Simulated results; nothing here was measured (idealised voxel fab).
Process module heading - voxel wiring stack
Cross-sectional view cut (width: 230 nm; square cell size: 5 nm).
Cross-section layout: square cells on a grid; listed as bands, top to bottom; a band spans one or more cell rows. What a band's entry tells you: where the top is and where the bottom is, as heights in nm, and after that what lies inside, material by material from left to right, each with its width in nm. Empty space is written as the word "blank", and a single material marked with the word "everywhere" occupies the band from edge to edge. Heights from 0 (as-received wafer is one material below). Bottom band endless downward, as "0 nm and below". Think of "30 to 40" as a width that walks from the first number to the second as you go down the band, top row to bottom row, taking equal-sized steps from row to row. Take "nothing different" at face value: in the step it is given for, the cross-section changed in none of its cells. Heads up: "Trapped voids" only lists the empty pockets with no open path to the top that are 8 cells or more, and it writes them as width x height at distance, distance from the left edge, in nm. Post-settings text on a step line: simulator's own remark regarding the step. On any step carrying a mask, the "overlay nm" setting, if present on the step's line, tells how far right of its planned place the mask lay; negative values point to the left. Everything after this point is organized in pairs: a cross-section before one process step, a cross-section after it that shows only as deep as the lowest changed band, and, under the pair, the intervening step with its settings. Because different runs of this module on the same starting wafer can supply different pairs, a pair continues from the pair above it only if its entry headed "Pre-step" says so.
Pre-step:
* 155 nm to 140 nm = blank=40, W=25, blank=15, W=25, blank=15, W=25, blank=15, W=25, blank=45
* 140 nm to 135 nm = blank=40, TiN=25, blank=15, TiN=25, blank=15, TiN=25, blank=15, TiN=25, blank=45
* 135 nm to 120 nm = W=35, TiN=5, lowk=15, TiN=5, W=55, TiN=5, lowk=15, TiN=5, W=90
* 120 nm to 115 nm = TiN=40, SiCN=15, TiN=65, SiCN=15, TiN=95
* 115 nm to 105 nm = lowk=40, TiN=5, Ru=15, TiN=5, lowk=15, TiN=5, Ru=15, TiN=5, lowk=15, TiN=5, Ru=15, TiN=5, lowk=15, TiN=5, Ru=15, TiN=5, lowk=45
* 105 nm to 100 nm = lowk=40, TiN=5, Ru=5, TiN=15, lowk=15, TiN=5, Ru=5, TiN=15, lowk=15, TiN=5, Ru=5, TiN=15, lowk=15, TiN=5, Ru=5, TiN=15, lowk=45
* 100 nm to 90 nm = lowk=40, TiN=5, Ru=5, TiN=5, lowk=25, TiN=5, Ru=5, TiN=5, lowk=25, TiN=5, Ru=5, TiN=5, lowk=25, TiN=5, Ru=5, TiN=5, lowk=55
* 90 nm to 85 nm = SiCN=40, TiN=15, SiCN=25, TiN=15, SiCN=25, TiN=15, SiCN=25, TiN=15, SiCN=55
* 85 nm to 70 nm = SiO2=35, SiN=5, W=25, SiN=5, SiO2=5, SiN=5, W=25, SiN=5, SiO2=5, SiN=5, W=25, SiN=5, SiO2=5, SiN=5, W=25, SiN=5, SiO2=40
* 70 nm to 65 nm = SiN=40, TiN=25, SiN=15, TiN=25, SiN=15, TiN=25, SiN=15, TiN=25, SiN=45
* 65 nm to 50 nm = SiO2=40, Ru=15, SiO2=65, Ru=15, SiO2=95
* 50 nm to 45 nm = SiCN=40, Ru=15, SiCN=65, Ru=15, SiCN=95
* 45 nm to 20 nm = lowk=40, W=25, lowk=15, W=25, lowk=15, W=25, lowk=15, W=25, lowk=45
* 20 nm to 15 nm = lowk=40, TiN=25, lowk=15, TiN=25, lowk=15, TiN=25, lowk=15, TiN=25, lowk=45
* 15 nm to 0 nm = SiO2 everywhere
* 0 nm and below = Si everywhere
* Trapped voids: none
Step Result:
* 165 nm to 155 nm = lowk everywhere
* 155 nm to 140 nm = lowk=40, W=25, lowk=15, W=25, lowk=15, W=25, lowk=15, W=25, lowk=45
* 140 nm to 135 nm = lowk=40, TiN=25, lowk=15, TiN=25, lowk=15, TiN=25, lowk=15, TiN=25, lowk=45
* Nothing below the height 135 has changed.
* Trapped voids: none
Step that separates the before view from the after view above: FILL_DEP | material lowk | thk nm 10
Pre-step: the state before this step is the cross-section shown after the step in the pair just above.
Step Result:
* 155 nm to 140 nm = lowk=40, W=25, lowk=15, W=25, lowk=15, W=25, lowk=15, W=25, lowk=45
* Nothing below the height 140 has changed.
* Trapped voids: none
Step that separates the before view from the after view above: CMP | height nm 155
Pre-step: the state before this step is the cross-section shown after the step in the pair just above.
Step Result:
* 160 nm to 155 nm = SiCN everywhere
* Nothing below the height 155 has changed.
* Trapped voids: none
Step that separates the before view from the after view above: CONFORMAL_DEP | material SiCN | thk nm 5
